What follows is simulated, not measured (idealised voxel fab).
The following process module bears the name voxel capacitor over wiring.
It is cross-section cut that appears here, measuring 190 nm in width, its square cells being 5 nm in size.
This document writes a cross-section as a grid whose cells are square, and gives it as bands, listed from the top down; one or more rows of cells form a band. First you get the band's top height and its bottom height, in nm, and then the materials it's made of, left to right, with each width in nm. If you see a single material with "full width", that one covers the band edge to edge. "empty" is empty space. It should be noted that heights are counted from 0, beneath which the wafer as supplied is of one material throughout, and that the lowest band possesses no lower boundary but continues downward, as written in "0 and below". You'd read "30..40" like this: the band's top row of cells is as wide as the first number, its bottom row is as wide as the second, and going down, every row changes width by the same amount as the row before did. The cross-section has no changed cell in any step marked "no alterations made". Sealed void listing: empty space of 8 cells or more with no open way to the top, each as width x height at its distance from the left edge, in nm. after a step's settings: what the simulator itself notes on the step. overlay nm: right-of-plan distance of the mask on a masked step; negative values mean left-of-plan. From here on the document is pairs. In a pair, the cross-section before one process step comes with the cross-section after it, and the latter goes no deeper than the lowest band that changed. What lies in between, the step and its settings, is written under the pair. A pair may be from a different run of this module on the same starting wafer than the pair above it, so it continues from that pair only where its entry headed "Pre-step geometry" says so.

-- Pre-step geometry
- 70 down to 60 = aC (35) | empty (15) | aC (140)
- 60 down to 40 = SiO2 full width
- 40 down to 35 = SiCN full width
- 35 down to 20 = lowk (30) | Ru (30) | lowk (65) | Ru (30) | lowk (35)
- 20 down to 15 = lowk (30) | TiN (30) | lowk (65) | TiN (30) | lowk (35)
- 15 down to 0 = SiO2 full width
- 0 and below = Si full width
- Sealed void listing: none

-- As Processed
- 70 down to 60 = aC (35) | empty (15) | aC (140)
- 60 down to 40 = SiO2 (35) | empty (15) | SiO2 (140)
- Under 40: no change, same as before.
- Sealed void listing: none
Process step (between the before and after cross-sections above): DIRECTIONAL_ETCH [etch materials SiO2] [depth nm 20]

Pre-step geometry: look at the pair above, its after cross-section is where this step starts.

-- As Processed
- 70 down to 60 = aC (35) | empty (15) | aC (140)
- 60 down to 40 = SiO2 (35) | empty (15) | SiO2 (140)
- 40 down to 35 = SiCN (35) | empty (15) | SiCN (140)
- Under 35: no change, same as before.
- Sealed void listing: none
Process step (between the before and after cross-sections above): DIRECTIONAL_ETCH [etch materials SiCN] [depth nm 5]

Pre-step geometry: look at the pair above, its after cross-section is where this step starts.

-- As Processed
- 60 down to 40 = SiO2 (35) | empty (15) | SiO2 (140)
- Under 40: no change, same as before.
- Sealed void listing: none
Process step (between the before and after cross-sections above): STRIP [etch materials aC]

Pre-step geometry: look at the pair above, its after cross-section is where this step starts.

-- As Processed
- 60 down to 45 = SiO2 (35) | empty (15) | SiO2 (140)
- 45 down to 40 = SiO2 (35) | Ru (15) | SiO2 (140)
- 40 down to 35 = SiCN (35) | Ru (15) | SiCN (140)
- Under 35: no change, same as before.
- Sealed void listing: none
Process step (between the before and after cross-sections above): EPI [material Ru] [thk nm 10]

Pre-step geometry: look at the pair above, its after cross-section is where this step starts.

-- As Processed
- 60 down to 55 = SiO2 (35) | empty (15) | SiO2 (140)
- 55 down to 40 = SiO2 (35) | Ru (15) | SiO2 (140)
- Under 40: no change, same as before.
- Sealed void listing: none
Process step (between the before and after cross-sections above): EPI [material Ru] [thk nm 10]

Pre-step geometry: look at the pair above, its after cross-section is where this step starts.

-- As Processed
- 60 down to 40 = SiO2 (35) | Ru (15) | SiO2 (140)
- Under 40: no change, same as before.
- Sealed void listing: none
Process step (between the before and after cross-sections above): EPI [material Ru] [thk nm 5]

Pre-step geometry: look at the pair above, its after cross-section is where this step starts.

-- As Processed
- 65 down to 60 = TiN full width
- Under 60: no change, same as before.
- Sealed void listing: none
Process step (between the before and after cross-sections above): DIRECTIONAL_DEP [material TiN] [thk nm 5]

Pre-step geometry: look at the pair above, its after cross-section is where this step starts.

-- As Processed
- 70 down to 65 = Al2O3 full width
- Under 65: no change, same as before.
- Sealed void listing: none
Process step (between the before and after cross-sections above): DIRECTIONAL_DEP [material Al2O3] [thk nm 5]

Pre-step geometry: look at the pair above, its after cross-section is where this step starts.

-- As Processed
- 80 down to 70 = TiN full width
- Under 70: no change, same as before.
- Sealed void listing: none
Process step (between the before and after cross-sections above): DIRECTIONAL_DEP [material TiN] [thk nm 10]

Pre-step geometry: look at the pair above, its after cross-section is where this step starts.

-- As Processed
- 90 down to 80 = aC full width
- Under 80: no change, same as before.
- Sealed void listing: none
Process step (between the before and after cross-sections above): DIRECTIONAL_DEP [material aC] [thk nm 10]

Pre-step geometry: look at the pair above, its after cross-section is where this step starts.

-- As Processed
- 115 down to 90 = empty (45) | resist (70) | empty (75)
- Under 90: no change, same as before.
- Sealed void listing: none
Process step (between the before and after cross-sections above): PATTERN [tone cover] [mask id UPPER_PLATE] [material resist] [width nm 70] [thk nm 25] [overlay nm 0]

Pre-step geometry: look at the pair above, its after cross-section is where this step starts.

-- As Processed
- 105 down to 90 = empty (45) | resist (70) | empty (75)
- 90 down to 80 = empty (45) | aC (70) | empty (75)
- Under 80: no change, same as before.
- Sealed void listing: none
Process step (between the before and after cross-sections above): DIRECTIONAL_ETCH [etch materials aC] [depth nm 10]

Pre-step geometry: look at the pair above, its after cross-section is where this step starts.

-- As Processed
- 90 down to 80 = empty (45) | aC (70) | empty (75)
- Under 80: no change, same as before.
- Sealed void listing: none
Process step (between the before and after cross-sections above): STRIP [etch materials resist]

Pre-step geometry: look at the pair above, its after cross-section is where this step starts.

-- As Processed
- 90 down to 80 = empty (45) | aC (70) | empty (75)
- 80 down to 70 = empty (45) | TiN (70) | empty (75)
- Under 70: no change, same as before.
- Sealed void listing: none
Process step (between the before and after cross-sections above): DIRECTIONAL_ETCH [etch materials TiN] [depth nm 10]

Pre-step geometry: look at the pair above, its after cross-section is where this step starts.

-- As Processed
- 90 down to 80 = empty (45) | aC (70) | empty (75)
- 80 down to 70 = empty (45) | TiN (70) | empty (75)
- 70 down to 65 = empty (45) | Al2O3 (70) | empty (75)
- Under 65: no change, same as before.
- Sealed void listing: none
Process step (between the before and after cross-sections above): DIRECTIONAL_ETCH [etch materials Al2O3] [depth nm 5]

Pre-step geometry: look at the pair above, its after cross-section is where this step starts.

-- As Processed
- 80 down to 70 = empty (45) | TiN (70) | empty (75)
- Under 70: no change, same as before.
- Sealed void listing: none
Process step (between the before and after cross-sections above): STRIP [etch materials aC]

Pre-step geometry: look at the pair above, its after cross-section is where this step starts.

-- As Processed
- 95 down to 80 = empty (45) | aC (70) | empty (75)
- 80 down to 70 = aC (45) | TiN (70) | aC (75)
- 70 down to 65 = aC (45) | Al2O3 (70) | aC (75)
- Under 65: no change, same as before.
- Sealed void listing: none
Process step (between the before and after cross-sections above): DIRECTIONAL_DEP [material aC] [thk nm 15]

Pre-step geometry: look at the pair above, its after cross-section is where this step starts.

-- As Processed
- 130 down to 95 = empty (40) | resist (80) | empty (70)
- 95 down to 80 = empty (40) | resist (5) | aC (70) | resist (5) | empty (70)
- Under 80: no change, same as before.
- Sealed void listing: none
Process step (between the before and after cross-sections above): PATTERN [tone cover] [mask id LOWER_PLATE] [material resist] [width nm 80] [thk nm 35] [overlay nm 0]

Pre-step geometry: look at the pair above, its after cross-section is where this step starts.

-- As Processed
- 115 down to 95 = empty (40) | resist (80) | empty (70)
- 95 down to 80 = empty (40) | resist (5) | aC (70) | resist (5) | empty (70)
- 80 down to 70 = empty (40) | aC (5) | TiN (70) | aC (5) | empty (70)
- 70 down to 65 = empty (40) | aC (5) | Al2O3 (70) | aC (5) | empty (70)
- Under 65: no change, same as before.
- Sealed void listing: none
Process step (between the before and after cross-sections above): DIRECTIONAL_ETCH [etch materials aC] [depth nm 15]

Pre-step geometry: look at the pair above, its after cross-section is where this step starts.

-- As Processed
- 95 down to 80 = empty (45) | aC (70) | empty (75)
- Under 80: no change, same as before.
- Sealed void listing: none
Process step (between the before and after cross-sections above): STRIP [etch materials resist]

Pre-step geometry: look at the pair above, its after cross-section is where this step starts.

-- As Processed
- 95 down to 80 = empty (45) | aC (70) | empty (75)
- 80 down to 70 = empty (40) | aC (5) | TiN (70) | aC (5) | empty (70)
- 70 down to 65 = empty (40) | aC (5) | Al2O3 (70) | aC (5) | empty (70)
- 65 down to 60 = empty (40) | TiN (80) | empty (70)
- Under 60: no change, same as before.
- Sealed void listing: none
Process step (between the before and after cross-sections above): DIRECTIONAL_ETCH [etch materials TiN] [depth nm 5]

Pre-step geometry: look at the pair above, its after cross-section is where this step starts.

-- As Processed
- 80 down to 70 = empty (45) | TiN (70) | empty (75)
- 70 down to 65 = empty (45) | Al2O3 (70) | empty (75)
- Under 65: no change, same as before.
- Sealed void listing: none
Process step (between the before and after cross-sections above): STRIP [etch materials aC]

Pre-step geometry: look at the pair above, its after cross-section is where this step starts.

-- As Processed
- 95 down to 80 = SiO2 full width
- 80 down to 70 = SiO2 (45) | TiN (70) | SiO2 (75)
- 70 down to 65 = SiO2 (45) | Al2O3 (70) | SiO2 (75)
- 65 down to 60 = SiO2 (40) | TiN (80) | SiO2 (70)
- Under 60: no change, same as before.
- Sealed void listing: none
Process step (between the before and after cross-sections above): FILL_DEP [material SiO2] [thk nm 15]

Pre-step geometry: look at the pair above, its after cross-section is where this step starts.

-- As Processed
- 90 down to 80 = SiO2 full width
- Under 80: no change, same as before.
- Sealed void listing: none
Process step (between the before and after cross-sections above): CMP [height nm 90]

Pre-step geometry: look at the pair above, its after cross-section is where this step starts.

-- As Processed
- 90 down to 80 = SiO2 (55) | empty (15) | SiO2 (120)
- Under 80: no change, same as before.
- Sealed void listing: none
Process step (between the before and after cross-sections above): MASKED_ETCH [tone open] [mask id PLUG_2] [width nm 15] [etch materials SiO2] [depth nm 10] [overlay nm 0]

Pre-step geometry: look at the pair above, its after cross-section is where this step starts.

-- As Processed
- 95 down to 90 = TiN (60) | empty (5) | TiN (125)
- 90 down to 85 = SiO2 (55) | TiN (5) | empty (5) | TiN (5) | SiO2 (120)
- 85 down to 80 = SiO2 (55) | TiN (15) | SiO2 (120)
- Under 80: no change, same as before.
- Sealed void listing: none
Process step (between the before and after cross-sections above): CONFORMAL_DEP [material TiN] [thk nm 5]

Pre-step geometry: look at the pair above, its after cross-section is where this step starts.

-- As Processed
- 105 down to 95 = W full width
- 95 down to 90 = TiN (60) | W (5) | TiN (125)
- 90 down to 85 = SiO2 (55) | TiN (5) | W (5) | TiN (5) | SiO2 (120)
- Under 85: no change, same as before.
- Sealed void listing: none
Process step (between the before and after cross-sections above): FILL_DEP [material W] [thk nm 10]

Pre-step geometry: look at the pair above, its after cross-section is where this step starts.

-- As Processed
- 90 down to 85 = SiO2 (55) | TiN (5) | W (5) | TiN (5) | SiO2 (120)
- Under 85: no change, same as before.
- Sealed void listing: none
Process step (between the before and after cross-sections above): CMP [height nm 90]

Pre-step geometry: look at the pair above, its after cross-section is where this step starts.

-- As Processed
- 95 down to 90 = SiCN full width
- Under 90: no change, same as before.
- Sealed void listing: none
Process step (between the before and after cross-sections above): CONFORMAL_DEP [material SiCN] [thk nm 5]

-- Pre-step geometry
- 0 and below = Si full width
- Sealed void listing: none

-- As Processed
- 15 down to 0 = aC full width
- Under 0: no change, same as before.
- Sealed void listing: none
Process step (between the before and after cross-sections above): CONFORMAL_DEP [material aC] [thk nm 15]

Pre-step geometry: look at the pair above, its after cross-section is where this step starts.

-- As Processed
- 20 down to 15 = TiN full width
- Under 15: no change, same as before.
- Sealed void listing: none
Process step (between the before and after cross-sections above): DIRECTIONAL_DEP [material TiN] [thk nm 5]

Pre-step geometry: look at the pair above, its after cross-section is where this step starts.

-- As Processed
- 35 down to 20 = Ru full width
- Under 20: no change, same as before.
- Sealed void listing: none
Process step (between the before and after cross-sections above): DIRECTIONAL_DEP [material Ru] [thk nm 15]

Pre-step geometry: look at the pair above, its after cross-section is where this step starts.

-- As Processed
- 55 down to 35 = empty (30) | resist (30) | empty (65) | resist (30) | empty (35)
- Under 35: no change, same as before.
- Sealed void listing: none
Process step (between the before and after cross-sections above): PATTERN [tone cover] [mask id METAL_1] [material resist] [width nm 30] [pitch nm 95] [thk nm 20] [overlay nm 0]

Pre-step geometry: look at the pair above, its after cross-section is where this step starts.

-- As Processed
- 55 down to 35 = empty (30) | resist (30) | empty (65) | resist (30) | empty (35)
- 35 down to 20 = empty (30) | Ru (30) | empty (65) | Ru (30) | empty (35)
- Under 20: no change, same as before.
- Sealed void listing: none
Process step (between the before and after cross-sections above): DIRECTIONAL_ETCH [etch materials Ru] [depth nm 15]

Pre-step geometry: look at the pair above, its after cross-section is where this step starts.

-- As Processed
- 55 down to 35 = empty (30) | resist (30) | empty (65) | resist (30) | empty (35)
- 35 down to 20 = empty (30) | Ru (30) | empty (65) | Ru (30) | empty (35)
- 20 down to 15 = empty (30) | TiN (30) | empty (65) | TiN (30) | empty (35)
- Under 15: no change, same as before.
- Sealed void listing: none
Process step (between the before and after cross-sections above): DIRECTIONAL_ETCH [etch materials TiN] [depth nm 5]

Pre-step geometry: look at the pair above, its after cross-section is where this step starts.

-- As Processed
- 35 down to 20 = empty (30) | Ru (30) | empty (65) | Ru (30) | empty (35)
- Under 20: no change, same as before.
- Sealed void listing: none
Process step (between the before and after cross-sections above): STRIP [etch materials resist]

Pre-step geometry: look at the pair above, its after cross-section is where this step starts.

-- As Processed
- 40 down to 35 = lowk full width
- 35 down to 20 = lowk (30) | Ru (30) | lowk (65) | Ru (30) | lowk (35)
- 20 down to 15 = lowk (30) | TiN (30) | lowk (65) | TiN (30) | lowk (35)
- Under 15: no change, same as before.
- Sealed void listing: none
Process step (between the before and after cross-sections above): FILL_DEP [material lowk] [thk nm 5]

Pre-step geometry: look at the pair above, its after cross-section is where this step starts.

-- As Processed
- 35 down to 20 = lowk (30) | Ru (30) | lowk (65) | Ru (30) | lowk (35)
- Under 20: no change, same as before.
- Sealed void listing: none
Process step (between the before and after cross-sections above): CMP [height nm 35]

Pre-step geometry: look at the pair above, its after cross-section is where this step starts.

-- As Processed
- 40 down to 35 = SiCN full width
- Under 35: no change, same as before.
- Sealed void listing: none
Process step (between the before and after cross-sections above): CONFORMAL_DEP [material SiCN] [thk nm 5]

Pre-step geometry: look at the pair above, its after cross-section is where this step starts.

-- As Processed
- 60 down to 40 = SiO2 full width
- Under 40: no change, same as before.
- Sealed void listing: none
Process step (between the before and after cross-sections above): DIRECTIONAL_DEP [material SiO2] [thk nm 20]

Pre-step geometry: look at the pair above, its after cross-section is where this step starts.

-- As Processed
- 70 down to 60 = aC full width
- Under 60: no change, same as before.
- Sealed void listing: none
Process step (between the before and after cross-sections above): DIRECTIONAL_DEP [material aC] [thk nm 10]

Pre-step geometry: look at the pair above, its after cross-section is where this step starts.

-- As Processed
- 95 down to 70 = resist (45) | empty (15) | resist (130)
- Under 70: no change, same as before.
- Sealed void listing: none
Process step (between the before and after cross-sections above): PATTERN [tone open] [mask id PLUG_1] [material resist] [width nm 15] [thk nm 25] [overlay nm 0]

Pre-step geometry: look at the pair above, its after cross-section is where this step starts.

-- As Processed
- 85 down to 70 = resist (45) | empty (15) | resist (130)
- 70 down to 60 = aC (45) | empty (15) | aC (130)
- Under 60: no change, same as before.
- Sealed void listing: none
Process step (between the before and after cross-sections above): DIRECTIONAL_ETCH [etch materials aC] [depth nm 10]

Pre-step geometry: look at the pair above, its after cross-section is where this step starts.

-- As Processed
- 70 down to 60 = aC (45) | empty (15) | aC (130)
- Under 60: no change, same as before.
- Sealed void listing: none
Process step (between the before and after cross-sections above): STRIP [etch materials resist]

Pre-step geometry: look at the pair above, its after cross-section is where this step starts.

-- As Processed
- 70 down to 60 = aC (45) | empty (15) | aC (130)
- 60 down to 40 = SiO2 (45) | empty (15) | SiO2 (130)
- Under 40: no change, same as before.
- Sealed void listing: none
Process step (between the before and after cross-sections above): DIRECTIONAL_ETCH [etch materials SiO2] [depth nm 20]

Pre-step geometry: look at the pair above, its after cross-section is where this step starts.

-- As Processed
- 70 down to 60 = aC (45) | empty (15) | aC (130)
- 60 down to 40 = SiO2 (45) | empty (15) | SiO2 (130)
- 40 down to 35 = SiCN (45) | empty (15) | SiCN (130)
- Under 35: no change, same as before.
- Sealed void listing: none
Process step (between the before and after cross-sections above): DIRECTIONAL_ETCH [etch materials SiCN] [depth nm 5]

Pre-step geometry: look at the pair above, its after cross-section is where this step starts.

-- As Processed
- 60 down to 40 = SiO2 (45) | empty (15) | SiO2 (130)
- Under 40: no change, same as before.
- Sealed void listing: none
Process step (between the before and after cross-sections above): STRIP [etch materials aC]

Pre-step geometry: look at the pair above, its after cross-section is where this step starts.

-- As Processed
- 60 down to 45 = SiO2 (45) | empty (15) | SiO2 (130)
- 45 down to 40 = SiO2 (45) | Ru (15) | SiO2 (130)
- 40 down to 35 = SiCN (45) | Ru (15) | SiCN (130)
- Under 35: no change, same as before.
- Sealed void listing: none
Process step (between the before and after cross-sections above): EPI [material Ru] [thk nm 10]

Pre-step geometry: look at the pair above, its after cross-section is where this step starts.

-- As Processed
- 60 down to 55 = SiO2 (45) | empty (15) | SiO2 (130)
- 55 down to 40 = SiO2 (45) | Ru (15) | SiO2 (130)
- Under 40: no change, same as before.
- Sealed void listing: none
Process step (between the before and after cross-sections above): EPI [material Ru] [thk nm 10]

Pre-step geometry: look at the pair above, its after cross-section is where this step starts.

-- As Processed
- 60 down to 40 = SiO2 (45) | Ru (15) | SiO2 (130)
- Under 40: no change, same as before.
- Sealed void listing: none
Process step (between the before and after cross-sections above): EPI [material Ru] [thk nm 5]

Pre-step geometry: look at the pair above, its after cross-section is where this step starts.

-- As Processed
- 65 down to 60 = TiN full width
- Under 60: no change, same as before.
- Sealed void listing: none
Process step (between the before and after cross-sections above): DIRECTIONAL_DEP [material TiN] [thk nm 5]

Pre-step geometry: look at the pair above, its after cross-section is where this step starts.

-- As Processed
- 70 down to 65 = Al2O3 full width
- Under 65: no change, same as before.
- Sealed void listing: none
Process step (between the before and after cross-sections above): DIRECTIONAL_DEP [material Al2O3] [thk nm 5]

Pre-step geometry: look at the pair above, its after cross-section is where this step starts.

-- As Processed
- 80 down to 70 = TiN full width
- Under 70: no change, same as before.
- Sealed void listing: none
Process step (between the before and after cross-sections above): DIRECTIONAL_DEP [material TiN] [thk nm 10]

Pre-step geometry: look at the pair above, its after cross-section is where this step starts.

-- As Processed
- 90 down to 80 = aC full width
- Under 80: no change, same as before.
- Sealed void listing: none
Process step (between the before and after cross-sections above): DIRECTIONAL_DEP [material aC] [thk nm 10]

Pre-step geometry: look at the pair above, its after cross-section is where this step starts.

-- As Processed
- 115 down to 90 = empty (45) | resist (70) | empty (75)
- Under 90: no change, same as before.
- Sealed void listing: none
Process step (between the before and after cross-sections above): PATTERN [tone cover] [mask id UPPER_PLATE] [material resist] [width nm 70] [thk nm 25] [overlay nm 0]

Pre-step geometry: look at the pair above, its after cross-section is where this step starts.

-- As Processed
- 105 down to 90 = empty (45) | resist (70) | empty (75)
- 90 down to 80 = empty (45) | aC (70) | empty (75)
- Under 80: no change, same as before.
- Sealed void listing: none
Process step (between the before and after cross-sections above): DIRECTIONAL_ETCH [etch materials aC] [depth nm 10]

Pre-step geometry: look at the pair above, its after cross-section is where this step starts.

-- As Processed
- 90 down to 80 = empty (45) | aC (70) | empty (75)
- Under 80: no change, same as before.
- Sealed void listing: none
Process step (between the before and after cross-sections above): STRIP [etch materials resist]

Pre-step geometry: look at the pair above, its after cross-section is where this step starts.

-- As Processed
- 90 down to 80 = empty (45) | aC (70) | empty (75)
- 80 down to 70 = empty (45) | TiN (70) | empty (75)
- Under 70: no change, same as before.
- Sealed void listing: none
Process step (between the before and after cross-sections above): DIRECTIONAL_ETCH [etch materials TiN] [depth nm 10]

Pre-step geometry: look at the pair above, its after cross-section is where this step starts.

-- As Processed
- 90 down to 80 = empty (45) | aC (70) | empty (75)
- 80 down to 70 = empty (45) | TiN (70) | empty (75)
- 70 down to 65 = empty (45) | Al2O3 (70) | empty (75)
- Under 65: no change, same as before.
- Sealed void listing: none
Process step (between the before and after cross-sections above): DIRECTIONAL_ETCH [etch materials Al2O3] [depth nm 5]

Pre-step geometry: look at the pair above, its after cross-section is where this step starts.

-- As Processed
- 80 down to 70 = empty (45) | TiN (70) | empty (75)
- Under 70: no change, same as before.
- Sealed void listing: none
Process step (between the before and after cross-sections above): STRIP [etch materials aC]

Pre-step geometry: look at the pair above, its after cross-section is where this step starts.

-- As Processed
- 95 down to 80 = empty (45) | aC (70) | empty (75)
- 80 down to 70 = aC (45) | TiN (70) | aC (75)
- 70 down to 65 = aC (45) | Al2O3 (70) | aC (75)
- Under 65: no change, same as before.
- Sealed void listing: none
Process step (between the before and after cross-sections above): DIRECTIONAL_DEP [material aC] [thk nm 15]

Pre-step geometry: look at the pair above, its after cross-section is where this step starts.

-- As Processed
- 130 down to 95 = empty (40) | resist (80) | empty (70)
- 95 down to 80 = empty (40) | resist (5) | aC (70) | resist (5) | empty (70)
- Under 80: no change, same as before.
- Sealed void listing: none
Process step (between the before and after cross-sections above): PATTERN [tone cover] [mask id LOWER_PLATE] [material resist] [width nm 80] [thk nm 35] [overlay nm 0]

Pre-step geometry: look at the pair above, its after cross-section is where this step starts.

-- As Processed
- 115 down to 95 = empty (40) | resist (80) | empty (70)
- 95 down to 80 = empty (40) | resist (5) | aC (70) | resist (5) | empty (70)
- 80 down to 70 = empty (40) | aC (5) | TiN (70) | aC (5) | empty (70)
- 70 down to 65 = empty (40) | aC (5) | Al2O3 (70) | aC (5) | empty (70)
- Under 65: no change, same as before.
- Sealed void listing: none
Process step (between the before and after cross-sections above): DIRECTIONAL_ETCH [etch materials aC] [depth nm 15]

Pre-step geometry: look at the pair above, its after cross-section is where this step starts.

-- As Processed
- 95 down to 80 = empty (45) | aC (70) | empty (75)
- Under 80: no change, same as before.
- Sealed void listing: none
Process step (between the before and after cross-sections above): STRIP [etch materials resist]

Pre-step geometry: look at the pair above, its after cross-section is where this step starts.

-- As Processed
- 95 down to 80 = empty (45) | aC (70) | empty (75)
- 80 down to 70 = empty (40) | aC (5) | TiN (70) | aC (5) | empty (70)
- 70 down to 65 = empty (40) | aC (5) | Al2O3 (70) | aC (5) | empty (70)
- 65 down to 60 = empty (40) | TiN (80) | empty (70)
- Under 60: no change, same as before.
- Sealed void listing: none
Process step (between the before and after cross-sections above): DIRECTIONAL_ETCH [etch materials TiN] [depth nm 5]

Pre-step geometry: look at the pair above, its after cross-section is where this step starts.

-- As Processed
- 80 down to 70 = empty (45) | TiN (70) | empty (75)
- 70 down to 65 = empty (45) | Al2O3 (70) | empty (75)
- Under 65: no change, same as before.
- Sealed void listing: none
Process step (between the before and after cross-sections above): STRIP [etch materials aC]

Pre-step geometry: look at the pair above, its after cross-section is where this step starts.

-- As Processed
- 95 down to 80 = SiO2 full width
- 80 down to 70 = SiO2 (45) | TiN (70) | SiO2 (75)
- 70 down to 65 = SiO2 (45) | Al2O3 (70) | SiO2 (75)
- 65 down to 60 = SiO2 (40) | TiN (80) | SiO2 (70)
- Under 60: no change, same as before.
- Sealed void listing: none
Process step (between the before and after cross-sections above): FILL_DEP [material SiO2] [thk nm 15]

Pre-step geometry: look at the pair above, its after cross-section is where this step starts.

-- As Processed
- 90 down to 80 = SiO2 full width
- Under 80: no change, same as before.
- Sealed void listing: none
Process step (between the before and after cross-sections above): CMP [height nm 90]

Pre-step geometry: look at the pair above, its after cross-section is where this step starts.

-- As Processed
- 90 down to 80 = SiO2 (55) | empty (15) | SiO2 (120)
- Under 80: no change, same as before.
- Sealed void listing: none
Process step (between the before and after cross-sections above): MASKED_ETCH [tone open] [mask id PLUG_2] [width nm 15] [etch materials SiO2] [depth nm 10] [overlay nm 0]

Pre-step geometry: look at the pair above, its after cross-section is where this step starts.

-- As Processed
- 95 down to 90 = TiN (60) | empty (5) | TiN (125)
- 90 down to 85 = SiO2 (55) | TiN (5) | empty (5) | TiN (5) | SiO2 (120)
- 85 down to 80 = SiO2 (55) | TiN (15) | SiO2 (120)
- Under 80: no change, same as before.
- Sealed void listing: none
Process step (between the before and after cross-sections above): CONFORMAL_DEP [material TiN] [thk nm 5]

Pre-step geometry: look at the pair above, its after cross-section is where this step starts.

-- As Processed
- 105 down to 95 = W full width
- 95 down to 90 = TiN (60) | W (5) | TiN (125)
- 90 down to 85 = SiO2 (55) | TiN (5) | W (5) | TiN (5) | SiO2 (120)
- Under 85: no change, same as before.
- Sealed void listing: none
Process step (between the before and after cross-sections above): FILL_DEP [material W] [thk nm 10]

Pre-step geometry: look at the pair above, its after cross-section is where this step starts.

-- As Processed
- 90 down to 85 = SiO2 (55) | TiN (5) | W (5) | TiN (5) | SiO2 (120)
- Under 85: no change, same as before.
- Sealed void listing: none
Process step (between the before and after cross-sections above): CMP [height nm 90]

Pre-step geometry: look at the pair above, its after cross-section is where this step starts.

-- As Processed
- 95 down to 90 = SiCN full width
- Under 90: no change, same as before.
- Sealed void listing: none
Process step (between the before and after cross-sections above): CONFORMAL_DEP [material SiCN] [thk nm 5]

-- Pre-step geometry
- 70 down to 60 = aC full width
- 60 down to 40 = SiO2 full width
- 40 down to 35 = SiCN full width
- 35 down to 20 = lowk (30) | Ru (30) | lowk (65) | Ru (30) | lowk (35)
- 20 down to 15 = lowk (30) | TiN (30) | lowk (65) | TiN (30) | lowk (35)
- 15 down to 0 = SiO2 full width
- 0 and below = Si full width
- Sealed void listing: none

-- As Processed
- 95 down to 70 = empty (45) | resist (15) | empty (130)
- Under 70: no change, same as before.
- Sealed void listing: none
Process step (between the before and after cross-sections above): PATTERN [tone cover] [mask id PLUG_1] [material resist] [width nm 15] [thk nm 25] [overlay nm 0]

Pre-step geometry: look at the pair above, its after cross-section is where this step starts.

-- As Processed
- 85 down to 70 = empty (45) | resist (15) | empty (130)
- 70 down to 60 = empty (45) | aC (15) | empty (130)
- Under 60: no change, same as before.
- Sealed void listing: none
Process step (between the before and after cross-sections above): DIRECTIONAL_ETCH [etch materials aC] [depth nm 10]

Pre-step geometry: look at the pair above, its after cross-section is where this step starts.

-- As Processed
- 70 down to 60 = empty (45) | aC (15) | empty (130)
- Under 60: no change, same as before.
- Sealed void listing: none
Process step (between the before and after cross-sections above): STRIP [etch materials resist]

Pre-step geometry: look at the pair above, its after cross-section is where this step starts.

-- As Processed
- 70 down to 60 = empty (45) | aC (15) | empty (130)
- 60 down to 40 = empty (45) | SiO2 (15) | empty (130)
- Under 40: no change, same as before.
- Sealed void listing: none
Process step (between the before and after cross-sections above): DIRECTIONAL_ETCH [etch materials SiO2] [depth nm 20]

Pre-step geometry: look at the pair above, its after cross-section is where this step starts.

-- As Processed
- 70 down to 60 = empty (45) | aC (15) | empty (130)
- 60 down to 40 = empty (45) | SiO2 (15) | empty (130)
- 40 down to 35 = empty (45) | SiCN (15) | empty (130)
- Under 35: no change, same as before.
- Sealed void listing: none
Process step (between the before and after cross-sections above): DIRECTIONAL_ETCH [etch materials SiCN] [depth nm 5]

Pre-step geometry: look at the pair above, its after cross-section is where this step starts.

-- As Processed
- 60 down to 40 = empty (45) | SiO2 (15) | empty (130)
- Under 40: no change, same as before.
- Sealed void listing: none
Process step (between the before and after cross-sections above): STRIP [etch materials aC]

Pre-step geometry: look at the pair above, its after cross-section is where this step starts.

-- As Processed
- 60 down to 45 = empty (45) | SiO2 (15) | empty (130)
- 45 down to 40 = empty (20) | Ru (25) | SiO2 (15) | empty (55) | Ru (50) | empty (25)
- 40 down to 35 = empty (20) | Ru (25) | SiCN (15) | empty (55) | Ru (50) | empty (25)
- Under 35: no change, same as before.
- Sealed void listing: none
Process step (between the before and after cross-sections above): EPI [material Ru] [thk nm 10]

Pre-step geometry: look at the pair above, its after cross-section is where this step starts.

-- As Processed
- 60 down to 55 = empty (45) | SiO2 (15) | empty (130)
- 55 down to 40 = empty (10) | Ru (35) | SiO2 (15) | empty (45) | Ru (70) | empty (15)
- 40 down to 35 = empty (10) | Ru (35) | SiCN (15) | empty (45) | Ru (70) | empty (15)
- Under 35: no change, same as before.
- Sealed void listing: none
Process step (between the before and after cross-sections above): EPI [material Ru] [thk nm 10]

Pre-step geometry: look at the pair above, its after cross-section is where this step starts.

-- As Processed
- 60 down to 40 = empty (5) | Ru (40) | SiO2 (15) | empty (40) | Ru (80) | empty (10)
- 40 down to 35 = empty (5) | Ru (40) | SiCN (15) | empty (40) | Ru (80) | empty (10)
- Under 35: no change, same as before.
- Sealed void listing: none
Process step (between the before and after cross-sections above): EPI [material Ru] [thk nm 5]

Pre-step geometry: look at the pair above, its after cross-section is where this step starts.

-- As Processed
- 65 down to 60 = empty (5) | TiN (55) | empty (40) | TiN (80) | empty (10)
- 60 down to 40 = empty (5) | Ru (40) | SiO2 (15) | empty (40) | Ru (80) | empty (10)
- 40 down to 35 = TiN (5) | Ru (40) | SiCN (15) | TiN (40) | Ru (80) | TiN (10)
- Under 35: no change, same as before.
- Sealed void listing: none
Process step (between the before and after cross-sections above): DIRECTIONAL_DEP [material TiN] [thk nm 5]

Pre-step geometry: look at the pair above, its after cross-section is where this step starts.

-- As Processed
- 70 down to 65 = empty (5) | Al2O3 (55) | empty (40) | Al2O3 (80) | empty (10)
- 65 down to 60 = empty (5) | TiN (55) | empty (40) | TiN (80) | empty (10)
- 60 down to 45 = empty (5) | Ru (40) | SiO2 (15) | empty (40) | Ru (80) | empty (10)
- 45 down to 40 = Al2O3 (5) | Ru (40) | SiO2 (15) | Al2O3 (40) | Ru (80) | Al2O3 (10)
- Under 40: no change, same as before.
- Sealed void listing: none
Process step (between the before and after cross-sections above): DIRECTIONAL_DEP [material Al2O3] [thk nm 5]

Pre-step geometry: look at the pair above, its after cross-section is where this step starts.

-- As Processed
- 80 down to 70 = empty (5) | TiN (55) | empty (40) | TiN (80) | empty (10)
- 70 down to 65 = empty (5) | Al2O3 (55) | empty (40) | Al2O3 (80) | empty (10)
- 65 down to 60 = empty (5) | TiN (55) | empty (40) | TiN (80) | empty (10)
- 60 down to 55 = empty (5) | Ru (40) | SiO2 (15) | empty (40) | Ru (80) | empty (10)
- 55 down to 45 = TiN (5) | Ru (40) | SiO2 (15) | TiN (40) | Ru (80) | TiN (10)
- Under 45: no change, same as before.
- Sealed void listing: none
Process step (between the before and after cross-sections above): DIRECTIONAL_DEP [material TiN] [thk nm 10]
